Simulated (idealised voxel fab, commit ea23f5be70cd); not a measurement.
process module | voxel ribs on slabs
cross-section cut | 235 nm wide | cells 5 nm
A cross-section is a grid of square cells, given in bands from the top down. A band is one or more rows of cells.
Each band's line starts with the height of the band's top and of its bottom, in nm. Then come its materials from left to right, each with its width in nm. One material with "throughout" fills the band from edge to edge. "air" is empty space.
Height 0 is the level under which the wafer as received is all one material. The lowest band goes on downwards, as in "0 down".
A width such as "30 to 40" changes by the same amount from each row of cells to the next, from the band's top row to its bottom row.
"no change" after a step means that no cell of the cross-section changed.
closed voids: empty space of 8 cells or more with no open way to the top, each as width x height at its distance from the left edge, in nm
after a step's settings: what the simulator itself notes on the step
overlay nm, on a step with a mask: how far to the right of its planned place the mask lay; to the left if negative
plan
1 op RECEIVE | material Si
2 op DIRECTIONAL_DEP | material SiO2 | thk nm 30
3 op DIRECTIONAL_DEP | material SiN | thk nm 20
4 op PATTERN | tone cover | mask id RIB | material resist | width nm 20 | thk nm 20 | overlay nm 0
5 op DIRECTIONAL_ETCH | etch materials SiN | depth nm 10
6 op STRIP | etch materials resist
7 op PATTERN | tone cover | mask id SLAB | material resist | width nm 50 | thk nm 20 | overlay nm 0
8 op DIRECTIONAL_ETCH | etch materials SiN | depth nm 10
9 op STRIP | etch materials resist
10 op FILL_DEP | material SiO2 | thk nm 15
11 op CMP | height nm 60
12 op DIRECTIONAL_DEP | material TiN | thk nm 10
13 op DIRECTIONAL_DEP | material aC | thk nm 10
14 op PATTERN | tone cover | mask id HEATER | material resist | width nm 30 | thk nm 30 | overlay nm 0
15 op DIRECTIONAL_ETCH | etch materials aC | depth nm 10
16 op STRIP | etch materials resist
17 op DIRECTIONAL_ETCH | etch materials TiN | depth nm 10
18 op STRIP | etch materials aC
19 op CONFORMAL_DEP | material SiN | thk nm 5
first wafer, as planned
as received, after step 1
  0 down: Si throughout
  closed voids: none
after step 2
  30 to 0: SiO2 throughout
  below 0: unchanged
after step 3
  50 to 30: SiN throughout
  below 30: unchanged
after step 4
  70 to 50: air 105 | resist 20 | air 110
  below 50: unchanged
after step 5
  70 to 50: air 105 | resist 20 | air 110
  50 to 40: air 105 | SiN 20 | air 110
  below 40: unchanged
after step 6
  50 to 40: air 105 | SiN 20 | air 110
  below 40: unchanged
after step 7
  70 to 50: air 90 | resist 50 | air 95
  50 to 40: air 90 | resist 15 | SiN 20 | resist 15 | air 95
  below 40: unchanged
after step 8
  70 to 50: air 90 | resist 50 | air 95
  50 to 40: air 90 | resist 15 | SiN 20 | resist 15 | air 95
  40 to 30: air 90 | SiN 50 | air 95
  below 30: unchanged
after step 9
  50 to 40: air 105 | SiN 20 | air 110
  below 40: unchanged
after step 10
  65 to 50: SiO2 throughout
  50 to 40: SiO2 105 | SiN 20 | SiO2 110
  40 to 30: SiO2 90 | SiN 50 | SiO2 95
  below 30: unchanged
after step 11
  60 to 50: SiO2 throughout
  below 50: unchanged
after step 12
  70 to 60: TiN throughout
  below 60: unchanged
after step 13
  80 to 70: aC throughout
  below 70: unchanged
after step 14
  110 to 80: air 100 | resist 30 | air 105
  below 80: unchanged
after step 15
  100 to 80: air 100 | resist 30 | air 105
  80 to 70: air 100 | aC 30 | air 105
  below 70: unchanged
after step 16
  80 to 70: air 100 | aC 30 | air 105
  below 70: unchanged
after step 17
  80 to 70: air 100 | aC 30 | air 105
  70 to 60: air 100 | TiN 30 | air 105
  below 60: unchanged
after step 18
  70 to 60: air 100 | TiN 30 | air 105
  below 60: unchanged
after step 19
  75 to 70: air 95 | SiN 40 | air 100
  70 to 65: air 95 | SiN 5 | TiN 30 | SiN 5 | air 100
  65 to 60: SiN 100 | TiN 30 | SiN 105
  below 60: unchanged
second wafer: like start, like plan, one mistake. Through step 13 it matches the first wafer
when step 14 should have ended
  110 to 80: air 105 | resist 20 | air 110
  below 80: unchanged
when step 15 should have ended
  100 to 80: air 105 | resist 20 | air 110
  80 to 70: air 105 | aC 20 | air 110
  below 70: unchanged
when step 16 should have ended
  80 to 70: air 105 | aC 20 | air 110
  below 70: unchanged
when step 17 should have ended
  80 to 70: air 105 | aC 20 | air 110
  70 to 60: air 105 | TiN 20 | air 110
  below 60: unchanged
when step 18 should have ended
  70 to 60: air 105 | TiN 20 | air 110
  below 60: unchanged
when step 19 should have ended
  75 to 70: air 100 | SiN 30 | air 105
  70 to 65: air 100 | SiN 5 | TiN 20 | SiN 5 | air 105
  65 to 60: SiN 105 | TiN 20 | SiN 110
  below 60: unchanged
what went wrong: step 14 ran as: op PATTERN | tone cover | mask id HEATER | material resist | width nm 20 | thk nm 30 | overlay nm 0
at the end the second wafer has, in cells: 4 fewer of TiN
